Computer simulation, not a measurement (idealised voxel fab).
Module name: voxel fin reveal (process module)
Shown is cross-section cut, with a width of 240 nm and square cells of size 5 nm.
The cross-sections in this document take the form of a grid made of square cells. They are written out as bands, in order from top to bottom. Each band consists of one or more rows of cells. Band entry format. Leading values: height of top, height of bottom, nm. Remainder: materials in left-to-right order, each with its width in nm. Special words: "edge to edge" on a single material, which then fills the band edge to edge; "blank", empty space. Heights from 0 (as-received wafer is one material below). Bottom band endless downward, as "0 -> down". Note: "30 to 40" means the width goes from the first number (top row of the band) to the second number (bottom row) in equal steps per row of cells. "no modifications" means the step left every cell of the cross-section as it was. Reported under the label "Catalogued sealed voids" are the empty spaces having no open way to the top and comprising 8 cells or more; the notation for each is width x height at distance, in which the distance is measured from the left edge and all three values are in nm. Post-settings text on a step line: simulator's own remark regarding the step. The optional step-line setting "overlay nm" applies to steps with a mask and quantifies how far to the right of its planned location the mask lay, a negative value indicating leftward placement.
Here's what the planned process steps look like:
1. RECEIVE | material Si
2. CONFORMAL_DEP | material SiN | thk nm 5
3. DIRECTIONAL_DEP | material aC | thk nm 15
4. PATTERN | tone cover | mask id FINS | material resist | width nm 15 | pitch nm 45 | thk nm 35 | overlay nm 0
5. DIRECTIONAL_ETCH | etch materials aC | depth nm 15
6. STRIP | etch materials resist
7. DIRECTIONAL_ETCH | etch materials SiN | depth nm 5
8. DIRECTIONAL_ETCH | etch materials Si | depth nm 35
9. STRIP | etch materials aC
10. FILL_DEP | material SiO2 | thk nm 15
11. CMP | height nm 5
12. SELECTIVE_ETCH | etch materials SiO2 | depth nm 30
13. STRIP | etch materials SiN
14. CONFORMAL_DEP | material HfO2 | thk nm 5
First wafer, two in total, run as planned:
Cross-section of the incoming wafer, state after step 1:
> 0 -> down: Si edge to edge
> Catalogued sealed voids: none
Wafer after step 2 (cross-section):
> 5 -> 0: SiN edge to edge
> Rest of section, below 0: as before.
Wafer after step 3 (cross-section):
> 20 -> 5: aC edge to edge
> Rest of section, below 5: as before.
Wafer after step 4 (cross-section):
> 55 -> 20: 65 nm blank  15 nm resist  30 nm blank  15 nm resist  30 nm blank  15 nm resist  70 nm blank
> Rest of section, below 20: as before.
Wafer after step 5 (cross-section):
> 40 -> 20: 65 nm blank  15 nm resist  30 nm blank  15 nm resist  30 nm blank  15 nm resist  70 nm blank
> 20 -> 5: 65 nm blank  15 nm aC  30 nm blank  15 nm aC  30 nm blank  15 nm aC  70 nm blank
> Rest of section, below 5: as before.
Wafer after step 6 (cross-section):
> 20 -> 5: 65 nm blank  15 nm aC  30 nm blank  15 nm aC  30 nm blank  15 nm aC  70 nm blank
> Rest of section, below 5: as before.
Wafer after step 7 (cross-section):
> 20 -> 5: 65 nm blank  15 nm aC  30 nm blank  15 nm aC  30 nm blank  15 nm aC  70 nm blank
> 5 -> 0: 65 nm blank  15 nm SiN  30 nm blank  15 nm SiN  30 nm blank  15 nm SiN  70 nm blank
> Rest of section, below 0: as before.
Wafer after step 8 (cross-section):
> 20 -> 5: 65 nm blank  15 nm aC  30 nm blank  15 nm aC  30 nm blank  15 nm aC  70 nm blank
> 5 -> 0: 65 nm blank  15 nm SiN  30 nm blank  15 nm SiN  30 nm blank  15 nm SiN  70 nm blank
> 0 -> -35: 65 nm blank  15 nm Si  30 nm blank  15 nm Si  30 nm blank  15 nm Si  70 nm blank
> Rest of section, below -35: as before.
Wafer after step 9 (cross-section):
> 5 -> 0: 65 nm blank  15 nm SiN  30 nm blank  15 nm SiN  30 nm blank  15 nm SiN  70 nm blank
> Rest of section, below 0: as before.
Wafer after step 10 (cross-section):
> 20 -> 5: SiO2 edge to edge
> 5 -> 0: 65 nm SiO2  15 nm SiN  30 nm SiO2  15 nm SiN  30 nm SiO2  15 nm SiN  70 nm SiO2
> 0 -> -35: 65 nm SiO2  15 nm Si  30 nm SiO2  15 nm Si  30 nm SiO2  15 nm Si  70 nm SiO2
> Rest of section, below -35: as before.
Wafer after step 11 (cross-section):
> 5 -> 0: 65 nm SiO2  15 nm SiN  30 nm SiO2  15 nm SiN  30 nm SiO2  15 nm SiN  70 nm SiO2
> Rest of section, below 0: as before.
Wafer after step 12 (cross-section):
> 5 -> 0: 65 nm blank  15 nm SiN  30 nm blank  15 nm SiN  30 nm blank  15 nm SiN  70 nm blank
> 0 -> -25: 65 nm blank  15 nm Si  30 nm blank  15 nm Si  30 nm blank  15 nm Si  70 nm blank
> Rest of section, below -25: as before.
Wafer after step 13 (cross-section):
> 0 -> -25: 65 nm blank  15 nm Si  30 nm blank  15 nm Si  30 nm blank  15 nm Si  70 nm blank
> Rest of section, below -25: as before.
Wafer after step 14 (cross-section):
> 5 -> 0: 60 nm blank  25 nm HfO2  20 nm blank  25 nm HfO2  20 nm blank  25 nm HfO2  65 nm blank
> 0 -> -20: 60 nm blank  5 nm HfO2  15 nm Si  5 nm HfO2  20 nm blank  5 nm HfO2  15 nm Si  5 nm HfO2  20 nm blank  5 nm HfO2  15 nm Si  5 nm HfO2  65 nm blank
> -20 -> -25: 65 nm HfO2  15 nm Si  30 nm HfO2  15 nm Si  30 nm HfO2  15 nm Si  70 nm HfO2
> Rest of section, below -25: as before.
It is to be noted that the second wafer proceeded from the same initial state and according to the same plan as the first, although one mistake was committed in its execution; through step 11, inclusive, the two wafers share an identical history:
Cross-section of the second wafer at the time by which step 12 should have been completed according to the plan:
> 5 -> 0: 65 nm SiO2  15 nm blank  30 nm SiO2  15 nm blank  30 nm SiO2  15 nm blank  70 nm SiO2
> Rest of section, below 0: as before.
Cross-section of the second wafer at the time by which step 13 should have been completed according to the plan:
> 0 -> -25: 65 nm blank  15 nm Si  30 nm blank  15 nm Si  30 nm blank  15 nm Si  70 nm blank
> -25 -> -30: 35 nm SiO2  30 nm blank  15 nm Si  30 nm blank  15 nm Si  30 nm blank  15 nm Si  30 nm blank  40 nm SiO2
> Rest of section, below -30: as before.
Cross-section of the second wafer at the time by which step 14 should have been completed according to the plan:
> 5 -> 0: 60 nm blank  25 nm HfO2  20 nm blank  25 nm HfO2  20 nm blank  25 nm HfO2  65 nm blank
> 0 -> -20: 60 nm blank  5 nm HfO2  15 nm Si  5 nm HfO2  20 nm blank  5 nm HfO2  15 nm Si  5 nm HfO2  20 nm blank  5 nm HfO2  15 nm Si  5 nm HfO2  65 nm blank
> -20 -> -25: 40 nm HfO2  20 nm blank  5 nm HfO2  15 nm Si  5 nm HfO2  20 nm blank  5 nm HfO2  15 nm Si  5 nm HfO2  20 nm blank  5 nm HfO2  15 nm Si  5 nm HfO2  20 nm blank  45 nm HfO2
> -25 -> -30: 35 nm SiO2  30 nm HfO2  15 nm Si  30 nm HfO2  15 nm Si  30 nm HfO2  15 nm Si  30 nm HfO2  40 nm SiO2
> Rest of section, below -30: as before.
Diagnosis: steps 12 and 13: order swapped relative to plan
Cell-count delta at end, second wafer over first, by material: 8 more of HfO2 | 24 fewer of SiO2
